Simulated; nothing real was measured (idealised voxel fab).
The following is a process module called voxel transistor to metal.
The cross-section shown here is cut; it is 200 nm wide and divided into square cells measuring 5 nm on a side.
Cross-section spec: square-cell grid; bands listed top down; each band is one or more rows.
This entry defines a band. It first specifies the height of the band's top and the height of its bottom in nm, and then specifies the band's materials from left to right, stating each material with its width in nm. The word "everywhere" identifies a single material that fills the band from edge to edge, while the word "blank" identifies empty space.
We count height from 0. Below that, the starting wafer is all one material. The lowest band never ends at the bottom but goes on down; see "from 0 down" for how that is written.
Quick explanation for "30 to 40": the width changes in equal steps down the rows of cells, from the first number in the band's top row to the second number in its bottom row.
"nothing was modified" -> step changed no cross-section cell.
You'll see "Unvented internal voids" listing empty spaces that have no way open to the top, as long as they're 8 cells or more; the notation is width x height at distance, where the distance is from the left edge, and all of it is in nm.
Formally, on a step line, whatever follows the settings is a remark that the simulator itself makes on the step.
If you see "overlay nm" on a step's line and that step has a mask, it's telling you how far right of where it was planned the mask ended up; a negative number means it went left instead.
Reading key. Pairs: pre-step and post-step cross-section, one process step apart; post-step view only to lowest changed band. Step between + settings: beneath pair. Runs: pairs may be from different runs of this module, same starting wafer. Continuation from pair above: only where "Ex-ante state" entry says.
## Ex-ante state
    from 0 down  Si everywhere
    Unvented internal voids: none
## Post-Process View
    from 5 to 0  SiO2 everywhere
    Beneath the level 0, the cross-section is identical to its previous state.
    Unvented internal voids: none
Between before and after, shown above: CONFORMAL_DEP [material SiO2] [thk nm 5]
Ex-ante state: unchanged from the after cross-section in the pair immediately above; refer to that figure.
## Post-Process View
    from 15 to 5  SiN everywhere
    Beneath the level 5, the cross-section is identical to its previous state.
    Unvented internal voids: none
Between before and after, shown above: CONFORMAL_DEP [material SiN] [thk nm 10]
Ex-ante state: unchanged from the after cross-section in the pair immediately above; refer to that figure.
## Post-Process View
    from 15 to 5  40 of blank, then 115 of SiN, then 45 of blank
    Beneath the level 5, the cross-section is identical to its previous state.
    Unvented internal voids: none
Between before and after, shown above: MASKED_ETCH [tone cover] [mask id ACTIVE] [width nm 115] [etch materials SiN] [depth nm 10] [overlay nm 0]
Ex-ante state: unchanged from the after cross-section in the pair immediately above; refer to that figure.
## Post-Process View
    from 15 to 5  40 of blank, then 115 of SiN, then 45 of blank
    from 5 to 0  40 of blank, then 115 of SiO2, then 45 of blank
    Beneath the level 0, the cross-section is identical to its previous state.
    Unvented internal voids: none
Between before and after, shown above: MASKED_ETCH [tone cover] [mask id ACTIVE] [width nm 115] [etch materials SiO2] [depth nm 5] [overlay nm 0]
Ex-ante state: unchanged from the after cross-section in the pair immediately above; refer to that figure.
## Post-Process View
    from 15 to 5  40 of blank, then 115 of SiN, then 45 of blank
    from 5 to 0  40 of blank, then 115 of SiO2, then 45 of blank
    from 0 to -35  40 of blank, then 115 of Si, then 45 of blank
    Beneath the level -35, the cross-section is identical to its previous state.
    Unvented internal voids: none
Between before and after, shown above: MASKED_ETCH [tone cover] [mask id ACTIVE] [width nm 115] [etch materials Si] [depth nm 35] [overlay nm 0]
Ex-ante state: unchanged from the after cross-section in the pair immediately above; refer to that figure.
## Post-Process View
    from 25 to 15  SiO2 everywhere
    from 15 to 5  40 of SiO2, then 115 of SiN, then 45 of SiO2
    from 5 to 0  SiO2 everywhere
    from 0 to -35  40 of SiO2, then 115 of Si, then 45 of SiO2
    Beneath the level -35, the cross-section is identical to its previous state.
    Unvented internal voids: none
Between before and after, shown above: FILL_DEP [material SiO2] [thk nm 10]
Ex-ante state: unchanged from the after cross-section in the pair immediately above; refer to that figure.
## Post-Process View
    from 15 to 5  40 of SiO2, then 115 of SiN, then 45 of SiO2
    Beneath the level 5, the cross-section is identical to its previous state.
    Unvented internal voids: none
Between before and after, shown above: CMP [height nm 15]
Ex-ante state: unchanged from the after cross-section in the pair immediately above; refer to that figure.
## Post-Process View
    from 15 to 5  40 of blank, then 115 of SiN, then 45 of blank
    Beneath the level 5, the cross-section is identical to its previous state.
    Unvented internal voids: none
Between before and after, shown above: SELECTIVE_ETCH [etch materials SiO2] [depth nm 10]
Ex-ante state: unchanged from the after cross-section in the pair immediately above; refer to that figure.
## Post-Process View
    from 5 to 0  SiO2 everywhere
    Beneath the level 0, the cross-section is identical to its previous state.
    Unvented internal voids: none
Between before and after, shown above: STRIP [etch materials SiN]
Ex-ante state: unchanged from the after cross-section in the pair immediately above; refer to that figure.
## Post-Process View
    from 0 to -35  40 of SiO2, then 115 of Si, then 45 of SiO2
    Beneath the level -35, the cross-section is identical to its previous state.
    Unvented internal voids: none
Between before and after, shown above: SELECTIVE_ETCH [etch materials SiO2] [depth nm 5]
Ex-ante state: unchanged from the after cross-section in the pair immediately above; refer to that figure.
## Post-Process View
    from 0 to -5  SiO2 everywhere
    Beneath the level -5, the cross-section is identical to its previous state.
    Unvented internal voids: none
Between before and after, shown above: OXIDIZE [depth nm 5]
Ex-ante state: unchanged from the after cross-section in the pair immediately above; refer to that figure.
## Post-Process View
    from 25 to 0  polySi everywhere
    Beneath the level 0, the cross-section is identical to its previous state.
    Unvented internal voids: none
Between before and after, shown above: DIRECTIONAL_DEP [material polySi] [thk nm 25]
Ex-ante state: unchanged from the after cross-section in the pair immediately above; refer to that figure.
## Post-Process View
    from 40 to 25  SiCN everywhere
    Beneath the level 25, the cross-section is identical to its previous state.
    Unvented internal voids: none
Between before and after, shown above: DIRECTIONAL_DEP [material SiCN] [thk nm 15]
Ex-ante state: unchanged from the after cross-section in the pair immediately above; refer to that figure.
## Post-Process View
    from 60 to 40  80 of blank, then 35 of resist, then 85 of blank
    Beneath the level 40, the cross-section is identical to its previous state.
    Unvented internal voids: none
Between before and after, shown above: PATTERN [tone cover] [mask id GATE] [material resist] [width nm 35] [thk nm 20] [overlay nm 0]
Ex-ante state: unchanged from the after cross-section in the pair immediately above; refer to that figure.
## Post-Process View
    from 60 to 40  80 of blank, then 35 of resist, then 85 of blank
    from 40 to 25  80 of blank, then 35 of SiCN, then 85 of blank
    Beneath the level 25, the cross-section is identical to its previous state.
    Unvented internal voids: none
Between before and after, shown above: DIRECTIONAL_ETCH [etch materials SiCN] [depth nm 25]
Ex-ante state: unchanged from the after cross-section in the pair immediately above; refer to that figure.
## Post-Process View
    from 60 to 40  80 of blank, then 35 of resist, then 85 of blank
    from 40 to 25  80 of blank, then 35 of SiCN, then 85 of blank
    from 25 to 0  80 of blank, then 35 of polySi, then 85 of blank
    Beneath the level 0, the cross-section is identical to its previous state.
    Unvented internal voids: none
Between before and after, shown above: DIRECTIONAL_ETCH [etch materials polySi] [depth nm 35]
Ex-ante state: unchanged from the after cross-section in the pair immediately above; refer to that figure.
## Post-Process View
    from 40 to 25  80 of blank, then 35 of SiCN, then 85 of blank
    Beneath the level 25, the cross-section is identical to its previous state.
    Unvented internal voids: none
Between before and after, shown above: STRIP [etch materials resist]
Ex-ante state: unchanged from the after cross-section in the pair immediately above; refer to that figure.
## Post-Process View
    from 45 to 40  75 of blank, then 45 of SiN, then 80 of blank
    from 40 to 25  75 of blank, then 5 of SiN, then 35 of SiCN, then 5 of SiN, then 80 of blank
    from 25 to 5  75 of blank, then 5 of SiN, then 35 of polySi, then 5 of SiN, then 80 of blank
    from 5 to 0  80 of SiN, then 35 of polySi, then 85 of SiN
    Beneath the level 0, the cross-section is identical to its previous state.
    Unvented internal voids: none
Between before and after, shown above: CONFORMAL_DEP [material SiN] [thk nm 5]
Ex-ante state: unchanged from the after cross-section in the pair immediately above; refer to that figure.
## Post-Process View
    from 40 to 25  75 of blank, then 5 of SiN, then 35 of SiCN, then 5 of SiN, then 80 of blank
    from 25 to 0  75 of blank, then 5 of SiN, then 35 of polySi, then 5 of SiN, then 80 of blank
    Beneath the level 0, the cross-section is identical to its previous state.
    Unvented internal voids: none
Between before and after, shown above: DIRECTIONAL_ETCH [etch materials SiN] [depth nm 5]
Ex-ante state: unchanged from the after cross-section in the pair immediately above; refer to that figure.
## Post-Process View
    from 40 to 25  75 of blank, then 5 of SiN, then 35 of SiCN, then 5 of SiN, then 80 of blank
    from 25 to 0  75 of blank, then 5 of SiN, then 35 of polySi, then 5 of SiN, then 80 of blank
    from 0 to -5  75 of blank, then 45 of SiO2, then 80 of blank
    Beneath the level -5, the cross-section is identical to its previous state.
    Unvented internal voids: none
Between before and after, shown above: DIRECTIONAL_ETCH [etch materials SiO2] [depth nm 5]
Ex-ante state: unchanged from the after cross-section in the pair immediately above; refer to that figure.
## Post-Process View
    from 40 to 25  75 of blank, then 5 of SiN, then 35 of SiCN, then 5 of SiN, then 80 of blank
    from 25 to 0  75 of blank, then 5 of SiN, then 35 of polySi, then 5 of SiN, then 80 of blank
    from 0 to -5  35 of blank, then 40 of nSi, then 45 of SiO2, then 40 of nSi, then 40 of blank
    Beneath the level -5, the cross-section is identical to its previous state.
    Unvented internal voids: none
Between before and after, shown above: EPI [material nSi] [thk nm 5]
Ex-ante state: unchanged from the after cross-section in the pair immediately above; refer to that figure.
## Post-Process View
    from 45 to 40  SiO2 everywhere
    from 40 to 25  75 of SiO2, then 5 of SiN, then 35 of SiCN, then 5 of SiN, then 80 of SiO2
    from 25 to 0  75 of SiO2, then 5 of SiN, then 35 of polySi, then 5 of SiN, then 80 of SiO2
    from 0 to -5  35 of SiO2, then 40 of nSi, then 45 of SiO2, then 40 of nSi, then 40 of SiO2
    Beneath the level -5, the cross-section is identical to its previous state.
    Unvented internal voids: none
Between before and after, shown above: FILL_DEP [material SiO2] [thk nm 5]
Ex-ante state: unchanged from the after cross-section in the pair immediately above; refer to that figure.
## Post-Process View
    from 25 to 0  75 of SiO2, then 5 of SiN, then 35 of polySi, then 5 of SiN, then 80 of SiO2
    Beneath the level 0, the cross-section is identical to its previous state.
    Unvented internal voids: none
Between before and after, shown above: CMP [height nm 25]
Ex-ante state: unchanged from the after cross-section in the pair immediately above; refer to that figure.
## Post-Process View
    from 25 to 0  75 of SiO2, then 5 of SiN, then 35 of blank, then 5 of SiN, then 80 of SiO2
    Beneath the level 0, the cross-section is identical to its previous state.
    Unvented internal voids: none
Between before and after, shown above: STRIP [etch materials polySi]
Ex-ante state: unchanged from the after cross-section in the pair immediately above; refer to that figure.
## Post-Process View
    from 25 to 20  75 of blank, then 5 of SiN, then 35 of blank, then 5 of SiN, then 80 of blank
    from 20 to 0  75 of SiO2, then 5 of SiN, then 35 of blank, then 5 of SiN, then 80 of SiO2
    from 0 to -5  35 of SiO2, then 40 of nSi, then 45 of blank, then 40 of nSi, then 40 of SiO2
    Beneath the level -5, the cross-section is identical to its previous state.
    Unvented internal voids: none
Between before and after, shown above: SELECTIVE_ETCH [etch materials SiO2] [depth nm 5]
Ex-ante state: unchanged from the after cross-section in the pair immediately above; refer to that figure.
## Post-Process View
    from 30 to 25  70 of blank, then 15 of HfO2, then 25 of blank, then 15 of HfO2, then 75 of blank
    from 25 to 20  75 of HfO2, then 5 of SiN, then 5 of HfO2, then 25 of blank, then 5 of HfO2, then 5 of SiN, then 80 of HfO2
    from 20 to 0  75 of SiO2, then 5 of SiN, then 5 of HfO2, then 25 of blank, then 5 of HfO2, then 5 of SiN, then 80 of SiO2
    from 0 to -5  35 of SiO2, then 40 of nSi, then 45 of HfO2, then 40 of nSi, then 40 of SiO2
    Beneath the level -5, the cross-section is identical to its previous state.
    Unvented internal voids: none
Between before and after, shown above: CONFORMAL_DEP [material HfO2] [thk nm 5]
Ex-ante state: unchanged from the after cross-section in the pair immediately above; refer to that figure.
## Post-Process View
    from 35 to 30  65 of blank, then 25 of TiN, then 15 of blank, then 25 of TiN, then 70 of blank
    from 30 to 25  70 of TiN, then 15 of HfO2, then 5 of TiN, then 15 of blank, then 5 of TiN, then 15 of HfO2, then 75 of TiN
    from 25 to 20  75 of HfO2, then 5 of SiN, then 5 of HfO2, then 5 of TiN, then 15 of blank, then 5 of TiN, then 5 of HfO2, then 5 of SiN, then 80 of HfO2
    from 20 to 5  75 of SiO2, then 5 of SiN, then 5 of HfO2, then 5 of TiN, then 15 of blank, then 5 of TiN, then 5 of HfO2, then 5 of SiN, then 80 of SiO2
    from 5 to 0  75 of SiO2, then 5 of SiN, then 5 of HfO2, then 25 of TiN, then 5 of HfO2, then 5 of SiN, then 80 of SiO2
    Beneath the level 0, the cross-section is identical to its previous state.
    Unvented internal voids: none
Between before and after, shown above: CONFORMAL_DEP [material TiN] [thk nm 5]
Ex-ante state: unchanged from the after cross-section in the pair immediately above; refer to that figure.
## Post-Process View
    from 40 to 35  W everywhere
    from 35 to 30  65 of W, then 25 of TiN, then 15 of W, then 25 of TiN, then 70 of W
    from 30 to 25  70 of TiN, then 15 of HfO2, then 5 of TiN, then 15 of W, then 5 of TiN, then 15 of HfO2, then 75 of TiN
    from 25 to 20  75 of HfO2, then 5 of SiN, then 5 of HfO2, then 5 of TiN, then 15 of W, then 5 of TiN, then 5 of HfO2, then 5 of SiN, then 80 of HfO2
    from 20 to 5  75 of SiO2, then 5 of SiN, then 5 of HfO2, then 5 of TiN, then 15 of W, then 5 of TiN, then 5 of HfO2, then 5 of SiN, then 80 of SiO2
    Beneath the level 5, the cross-section is identical to its previous state.
    Unvented internal voids: none
Between before and after, shown above: FILL_DEP [material W] [thk nm 5]
Ex-ante state: unchanged from the after cross-section in the pair immediately above; refer to that figure.
## Post-Process View
    from 20 to 5  75 of SiO2, then 5 of SiN, then 5 of HfO2, then 5 of TiN, then 15 of W, then 5 of TiN, then 5 of HfO2, then 5 of SiN, then 80 of SiO2
    Beneath the level 5, the cross-section is identical to its previous state.
    Unvented internal voids: none
Between before and after, shown above: CMP [height nm 20]
Ex-ante state: unchanged from the after cross-section in the pair immediately above; refer to that figure.
## Post-Process View
    from 35 to 20  SiO2 everywhere
    Beneath the level 20, the cross-section is identical to its previous state.
    Unvented internal voids: none
Between before and after, shown above: DIRECTIONAL_DEP [material SiO2] [thk nm 15]
Ex-ante state: unchanged from the after cross-section in the pair immediately above; refer to that figure.
## Post-Process View
    from 45 to 35  aC everywhere
    Beneath the level 35, the cross-section is identical to its previous state.
    Unvented internal voids: none
Between before and after, shown above: DIRECTIONAL_DEP [material aC] [thk nm 10]
Ex-ante state: unchanged from the after cross-section in the pair immediately above; refer to that figure.
## Post-Process View
    from 70 to 45  45 of resist, then 15 of blank, then 75 of resist, then 15 of blank, then 50 of resist
    Beneath the level 45, the cross-section is identical to its previous state.
    Unvented internal voids: none
Between before and after, shown above: PATTERN [tone open] [mask id CONTACT] [material resist] [width nm 15] [pitch nm 90] [thk nm 25] [overlay nm 0]
Ex-ante state: unchanged from the after cross-section in the pair immediately above; refer to that figure.
## Post-Process View
    from 60 to 45  45 of resist, then 15 of blank, then 75 of resist, then 15 of blank, then 50 of resist
    from 45 to 35  45 of aC, then 15 of blank, then 75 of aC, then 15 of blank, then 50 of aC
    Beneath the level 35, the cross-section is identical to its previous state.
    Unvented internal voids: none
Between before and after, shown above: DIRECTIONAL_ETCH [etch materials aC] [depth nm 10]
Ex-ante state: unchanged from the after cross-section in the pair immediately above; refer to that figure.
## Post-Process View
    from 45 to 35  45 of aC, then 15 of blank, then 75 of aC, then 15 of blank, then 50 of aC
    Beneath the level 35, the cross-section is identical to its previous state.
    Unvented internal voids: none
Between before and after, shown above: STRIP [etch materials resist]
Ex-ante state: unchanged from the after cross-section in the pair immediately above; refer to that figure.
## Post-Process View
    from 45 to 35  45 of aC, then 15 of blank, then 75 of aC, then 15 of blank, then 50 of aC
    from 35 to 20  45 of SiO2, then 15 of blank, then 75 of SiO2, then 15 of blank, then 50 of SiO2
    from 20 to 5  45 of SiO2, then 15 of blank, then 15 of SiO2, then 5 of SiN, then 5 of HfO2, then 5 of TiN, then 15 of W, then 5 of TiN, then 5 of HfO2, then 5 of SiN, then 15 of SiO2, then 15 of blank, then 50 of SiO2
    from 5 to 0  45 of SiO2, then 15 of blank, then 15 of SiO2, then 5 of SiN, then 5 of HfO2, then 25 of TiN, then 5 of HfO2, then 5 of SiN, then 15 of SiO2, then 15 of blank, then 50 of SiO2
    Beneath the level 0, the cross-section is identical to its previous state.
    Unvented internal voids: none
Between before and after, shown above: DIRECTIONAL_ETCH [etch materials SiO2] [depth nm 35]
Ex-ante state: unchanged from the after cross-section in the pair immediately above; refer to that figure.
## Post-Process View
    from 35 to 20  45 of SiO2, then 15 of blank, then 75 of SiO2, then 15 of blank, then 50 of SiO2
    Beneath the level 20, the cross-section is identical to its previous state.
    Unvented internal voids: none
Between before and after, shown above: STRIP [etch materials aC]
Ex-ante state: unchanged from the after cross-section in the pair immediately above; refer to that figure.
## Post-Process View
    from 40 to 35  50 of TiN, then 5 of blank, then 85 of TiN, then 5 of blank, then 55 of TiN
    from 35 to 20  45 of SiO2, then 5 of TiN, then 5 of blank, then 5 of TiN, then 75 of SiO2, then 5 of TiN, then 5 of blank, then 5 of TiN, then 50 of SiO2
    from 20 to 5  45 of SiO2, then 5 of TiN, then 5 of blank, then 5 of TiN, then 15 of SiO2, then 5 of SiN, then 5 of HfO2, then 5 of TiN, then 15 of W, then 5 of TiN, then 5 of HfO2, then 5 of SiN, then 15 of SiO2, then 5 of TiN, then 5 of blank, then 5 of TiN, then 50 of SiO2
    from 5 to 0  45 of SiO2, then 15 of TiN, then 15 of SiO2, then 5 of SiN, then 5 of HfO2, then 25 of TiN, then 5 of HfO2, then 5 of SiN, then 15 of SiO2, then 15 of TiN, then 50 of SiO2
    Beneath the level 0, the cross-section is identical to its previous state.
    Unvented internal voids: none
Between before and after, shown above: CONFORMAL_DEP [material TiN] [thk nm 5]
Ex-ante state: unchanged from the after cross-section in the pair immediately above; refer to that figure.
## Post-Process View
    from 45 to 40  W everywhere
    from 40 to 35  50 of TiN, then 5 of W, then 85 of TiN, then 5 of W, then 55 of TiN
    from 35 to 20  45 of SiO2, then 5 of TiN, then 5 of W, then 5 of TiN, then 75 of SiO2, then 5 of TiN, then 5 of W, then 5 of TiN, then 50 of SiO2
    from 20 to 5  45 of SiO2, then 5 of TiN, then 5 of W, then 5 of TiN, then 15 of SiO2, then 5 of SiN, then 5 of HfO2, then 5 of TiN, then 15 of W, then 5 of TiN, then 5 of HfO2, then 5 of SiN, then 15 of SiO2, then 5 of TiN, then 5 of W, then 5 of TiN, then 50 of SiO2
    Beneath the level 5, the cross-section is identical to its previous state.
    Unvented internal voids: none
Between before and after, shown above: FILL_DEP [material W] [thk nm 5]
Ex-ante state: unchanged from the after cross-section in the pair immediately above; refer to that figure.
## Post-Process View
    from 35 to 20  45 of SiO2, then 5 of TiN, then 5 of W, then 5 of TiN, then 75 of SiO2, then 5 of TiN, then 5 of W, then 5 of TiN, then 50 of SiO2
    Beneath the level 20, the cross-section is identical to its previous state.
    Unvented internal voids: none
Between before and after, shown above: CMP [height nm 35]
Ex-ante state: unchanged from the after cross-section in the pair immediately above; refer to that figure.
## Post-Process View
    from 40 to 35  SiCN everywhere
    Beneath the level 35, the cross-section is identical to its previous state.
    Unvented internal voids: none
Between before and after, shown above: CONFORMAL_DEP [material SiCN] [thk nm 5]
Ex-ante state: unchanged from the after cross-section in the pair immediately above; refer to that figure.
## Post-Process View
    from 65 to 40  SiO2 everywhere
    Beneath the level 40, the cross-section is identical to its previous state.
    Unvented internal voids: none
Between before and after, shown above: DIRECTIONAL_DEP [material SiO2] [thk nm 25]
Ex-ante state: unchanged from the after cross-section in the pair immediately above; refer to that figure.
## Post-Process View
    from 80 to 65  aC everywhere
    Beneath the level 65, the cross-section is identical to its previous state.
    Unvented internal voids: none
Between before and after, shown above: DIRECTIONAL_DEP [material aC] [thk nm 15]
Ex-ante state: unchanged from the after cross-section in the pair immediately above; refer to that figure.
## Post-Process View
    from 110 to 80  45 of resist, then 15 of blank, then 75 of resist, then 15 of blank, then 50 of resist
    Beneath the level 80, the cross-section is identical to its previous state.
    Unvented internal voids: none
Between before and after, shown above: PATTERN [tone open] [mask id METAL_1] [material resist] [width nm 15] [pitch nm 90] [thk nm 30] [overlay nm 0]
Ex-ante state: unchanged from the after cross-section in the pair immediately above; refer to that figure.
## Post-Process View
    from 95 to 80  45 of resist, then 15 of blank, then 75 of resist, then 15 of blank, then 50 of resist
    from 80 to 65  45 of aC, then 15 of blank, then 75 of aC, then 15 of blank, then 50 of aC
    Beneath the level 65, the cross-section is identical to its previous state.
    Unvented internal voids: none
Between before and after, shown above: DIRECTIONAL_ETCH [etch materials aC] [depth nm 15]
Ex-ante state: unchanged from the after cross-section in the pair immediately above; refer to that figure.
## Post-Process View
    from 80 to 65  45 of aC, then 15 of blank, then 75 of aC, then 15 of blank, then 50 of aC
    Beneath the level 65, the cross-section is identical to its previous state.
    Unvented internal voids: none
Between before and after, shown above: STRIP [etch materials resist]
Ex-ante state: unchanged from the after cross-section in the pair immediately above; refer to that figure.
## Post-Process View
    from 80 to 65  45 of aC, then 15 of blank, then 75 of aC, then 15 of blank, then 50 of aC
    from 65 to 40  45 of SiO2, then 15 of blank, then 75 of SiO2, then 15 of blank, then 50 of SiO2
    Beneath the level 40, the cross-section is identical to its previous state.
    Unvented internal voids: none
Between before and after, shown above: DIRECTIONAL_ETCH [etch materials SiO2] [depth nm 25]
Ex-ante state: unchanged from the after cross-section in the pair immediately above; refer to that figure.
## Post-Process View
    from 80 to 65  45 of aC, then 15 of blank, then 75 of aC, then 15 of blank, then 50 of aC
    from 65 to 40  45 of SiO2, then 15 of blank, then 75 of SiO2, then 15 of blank, then 50 of SiO2
    from 40 to 35  45 of SiCN, then 15 of blank, then 75 of SiCN, then 15 of blank, then 50 of SiCN
    Beneath the level 35, the cross-section is identical to its previous state.
    Unvented internal voids: none
Between before and after, shown above: DIRECTIONAL_ETCH [etch materials SiCN] [depth nm 5]
Ex-ante state: unchanged from the after cross-section in the pair immediately above; refer to that figure.
## Post-Process View
    from 65 to 40  45 of SiO2, then 15 of blank, then 75 of SiO2, then 15 of blank, then 50 of SiO2
    Beneath the level 40, the cross-section is identical to its previous state.
    Unvented internal voids: none
Between before and after, shown above: STRIP [etch materials aC]
Ex-ante state: unchanged from the after cross-section in the pair immediately above; refer to that figure.
## Post-Process View
    from 70 to 65  50 of TiN, then 5 of blank, then 85 of TiN, then 5 of blank, then 55 of TiN
    from 65 to 40  45 of SiO2, then 5 of TiN, then 5 of blank, then 5 of TiN, then 75 of SiO2, then 5 of TiN, then 5 of blank, then 5 of TiN, then 50 of SiO2
    from 40 to 35  45 of SiCN, then 15 of TiN, then 75 of SiCN, then 15 of TiN, then 50 of SiCN
    Beneath the level 35, the cross-section is identical to its previous state.
    Unvented internal voids: none
Between before and after, shown above: CONFORMAL_DEP [material TiN] [thk nm 5]
Ex-ante state: unchanged from the after cross-section in the pair immediately above; refer to that figure.
## Post-Process View
    from 75 to 70  Cu everywhere
    from 70 to 65  50 of TiN, then 5 of Cu, then 85 of TiN, then 5 of Cu, then 55 of TiN
    from 65 to 40  45 of SiO2, then 5 of TiN, then 5 of Cu, then 5 of TiN, then 75 of SiO2, then 5 of TiN, then 5 of Cu, then 5 of TiN, then 50 of SiO2
    Beneath the level 40, the cross-section is identical to its previous state.
    Unvented internal voids: none
Between before and after, shown above: FILL_DEP [material Cu] [thk nm 5]
Ex-ante state: unchanged from the after cross-section in the pair immediately above; refer to that figure.
## Post-Process View
    from 65 to 40  45 of SiO2, then 5 of TiN, then 5 of Cu, then 5 of TiN, then 75 of SiO2, then 5 of TiN, then 5 of Cu, then 5 of TiN, then 50 of SiO2
    Beneath the level 40, the cross-section is identical to its previous state.
    Unvented internal voids: none
Between before and after, shown above: CMP [height nm 65]
Ex-ante state: unchanged from the after cross-section in the pair immediately above; refer to that figure.
## Post-Process View
    from 70 to 65  SiCN everywhere
    Beneath the level 65, the cross-section is identical to its previous state.
    Unvented internal voids: none
Between before and after, shown above: CONFORMAL_DEP [material SiCN] [thk nm 5]
Ex-ante state: unchanged from the after cross-section in the pair immediately above; refer to that figure.
## Post-Process View
    from 100 to 70  SiO2 everywhere
    Beneath the level 70, the cross-section is identical to its previous state.
    Unvented internal voids: none
Between before and after, shown above: DIRECTIONAL_DEP [material SiO2] [thk nm 30]
Ex-ante state: unchanged from the after cross-section in the pair immediately above; refer to that figure.
## Post-Process View
    from 120 to 100  45 of resist, then 15 of blank, then 75 of resist, then 15 of blank, then 50 of resist
    Beneath the level 100, the cross-section is identical to its previous state.
    Unvented internal voids: none
Between before and after, shown above: PATTERN [tone open] [mask id METAL_2] [material resist] [width nm 15] [pitch nm 90] [thk nm 20] [overlay nm 0]
Ex-ante state: unchanged from the after cross-section in the pair immediately above; refer to that figure.
## Post-Process View
    from 120 to 100  45 of resist, then 15 of blank, then 75 of resist, then 15 of blank, then 50 of resist
    from 100 to 80  45 of SiO2, then 15 of blank, then 75 of SiO2, then 15 of blank, then 50 of SiO2
    Beneath the level 80, the cross-section is identical to its previous state.
    Unvented internal voids: none
Between before and after, shown above: DIRECTIONAL_ETCH [etch materials SiO2] [depth nm 20]
Ex-ante state: unchanged from the after cross-section in the pair immediately above; refer to that figure.
## Post-Process View
    from 100 to 80  45 of SiO2, then 15 of blank, then 75 of SiO2, then 15 of blank, then 50 of SiO2
    Beneath the level 80, the cross-section is identical to its previous state.
    Unvented internal voids: none
Between before and after, shown above: STRIP [etch materials resist]
Ex-ante state: unchanged from the after cross-section in the pair immediately above; refer to that figure.
## Post-Process View
    from 100 to 70  45 of SiO2, then 15 of blank, then 75 of SiO2, then 15 of blank, then 50 of SiO2
    Beneath the level 70, the cross-section is identical to its previous state.
    Unvented internal voids: none
Between before and after, shown above: MASKED_ETCH [tone open] [mask id METAL_2_HOLES] [width nm 15] [pitch nm 90] [etch materials SiO2] [depth nm 10] [overlay nm 0]
Ex-ante state: unchanged from the after cross-section in the pair immediately above; refer to that figure.
## Post-Process View
    from 100 to 70  45 of SiO2, then 15 of blank, then 75 of SiO2, then 15 of blank, then 50 of SiO2
    from 70 to 65  45 of SiCN, then 15 of blank, then 75 of SiCN, then 15 of blank, then 50 of SiCN
    Beneath the level 65, the cross-section is identical to its previous state.
    Unvented internal voids: none
Between before and after, shown above: MASKED_ETCH [tone open] [mask id METAL_2_HOLES] [width nm 15] [pitch nm 90] [etch materials SiCN] [depth nm 5] [overlay nm 0]
Ex-ante state: unchanged from the after cross-section in the pair immediately above; refer to that figure.
## Post-Process View
    from 105 to 100  50 of TiN, then 5 of blank, then 85 of TiN, then 5 of blank, then 55 of TiN
    from 100 to 70  45 of SiO2, then 5 of TiN, then 5 of blank, then 5 of TiN, then 75 of SiO2, then 5 of TiN, then 5 of blank, then 5 of TiN, then 50 of SiO2
    from 70 to 65  45 of SiCN, then 15 of TiN, then 75 of SiCN, then 15 of TiN, then 50 of SiCN
    Beneath the level 65, the cross-section is identical to its previous state.
    Unvented internal voids: none
Between before and after, shown above: CONFORMAL_DEP [material TiN] [thk nm 5]
Ex-ante state: unchanged from the after cross-section in the pair immediately above; refer to that figure.
## Post-Process View
    from 115 to 105  Ru everywhere
    from 105 to 100  50 of TiN, then 5 of Ru, then 85 of TiN, then 5 of Ru, then 55 of TiN
    from 100 to 70  45 of SiO2, then 5 of TiN, then 5 of Ru, then 5 of TiN, then 75 of SiO2, then 5 of TiN, then 5 of Ru, then 5 of TiN, then 50 of SiO2
    Beneath the level 70, the cross-section is identical to its previous state.
    Unvented internal voids: none
Between before and after, shown above: FILL_DEP [material Ru] [thk nm 10]
Ex-ante state: unchanged from the after cross-section in the pair immediately above; refer to that figure.
## Post-Process View
    from 100 to 70  45 of SiO2, then 5 of TiN, then 5 of Ru, then 5 of TiN, then 75 of SiO2, then 5 of TiN, then 5 of Ru, then 5 of TiN, then 50 of SiO2
    Beneath the level 70, the cross-section is identical to its previous state.
    Unvented internal voids: none
Between before and after, shown above: CMP [height nm 100]
Ex-ante state: unchanged from the after cross-section in the pair immediately above; refer to that figure.
## Post-Process View
    from 105 to 100  SiCN everywhere
    Beneath the level 100, the cross-section is identical to its previous state.
    Unvented internal voids: none
Between before and after, shown above: CONFORMAL_DEP [material SiCN] [thk nm 5]
## Ex-ante state
    from 25 to 20  75 of blank, then 5 of SiN, then 35 of blank, then 5 of SiN, then 80 of blank
    from 20 to 0  75 of SiO2, then 5 of SiN, then 35 of blank, then 5 of SiN, then 80 of SiO2
    from 0 to -5  35 of SiO2, then 40 of nSi, then 45 of blank, then 40 of nSi, then 40 of SiO2
    from -5 to -35  40 of SiO2, then 115 of Si, then 45 of SiO2
    from -35 down  Si everywhere
    Unvented internal voids: none
## Post-Process View
    from 30 to 25  70 of blank, then 15 of TiN, then 25 of blank, then 15 of TiN, then 75 of blank
    from 25 to 20  75 of TiN, then 5 of SiN, then 5 of TiN, then 25 of blank, then 5 of TiN, then 5 of SiN, then 80 of TiN
    from 20 to 0  75 of SiO2, then 5 of SiN, then 5 of TiN, then 25 of blank, then 5 of TiN, then 5 of SiN, then 80 of SiO2
    from 0 to -5  35 of SiO2, then 40 of nSi, then 45 of TiN, then 40 of nSi, then 40 of SiO2
    Beneath the level -5, the cross-section is identical to its previous state.
    Unvented internal voids: none
Between before and after, shown above: CONFORMAL_DEP [material TiN] [thk nm 5]
Ex-ante state: unchanged from the after cross-section in the pair immediately above; refer to that figure.
## Post-Process View
    from 35 to 30  W everywhere
    from 30 to 25  70 of W, then 15 of TiN, then 25 of W, then 15 of TiN, then 75 of W
    from 25 to 20  75 of TiN, then 5 of SiN, then 5 of TiN, then 25 of W, then 5 of TiN, then 5 of SiN, then 80 of TiN
    from 20 to 0  75 of SiO2, then 5 of SiN, then 5 of TiN, then 25 of W, then 5 of TiN, then 5 of SiN, then 80 of SiO2
    Beneath the level 0, the cross-section is identical to its previous state.
    Unvented internal voids: none
Between before and after, shown above: FILL_DEP [material W] [thk nm 5]
Ex-ante state: unchanged from the after cross-section in the pair immediately above; refer to that figure.
## Post-Process View
    from 20 to 0  75 of SiO2, then 5 of SiN, then 5 of TiN, then 25 of W, then 5 of TiN, then 5 of SiN, then 80 of SiO2
    Beneath the level 0, the cross-section is identical to its previous state.
    Unvented internal voids: none
Between before and after, shown above: CMP [height nm 20]
Ex-ante state: unchanged from the after cross-section in the pair immediately above; refer to that figure.
## Post-Process View
    from 35 to 20  SiO2 everywhere
    Beneath the level 20, the cross-section is identical to its previous state.
    Unvented internal voids: none
Between before and after, shown above: DIRECTIONAL_DEP [material SiO2] [thk nm 15]
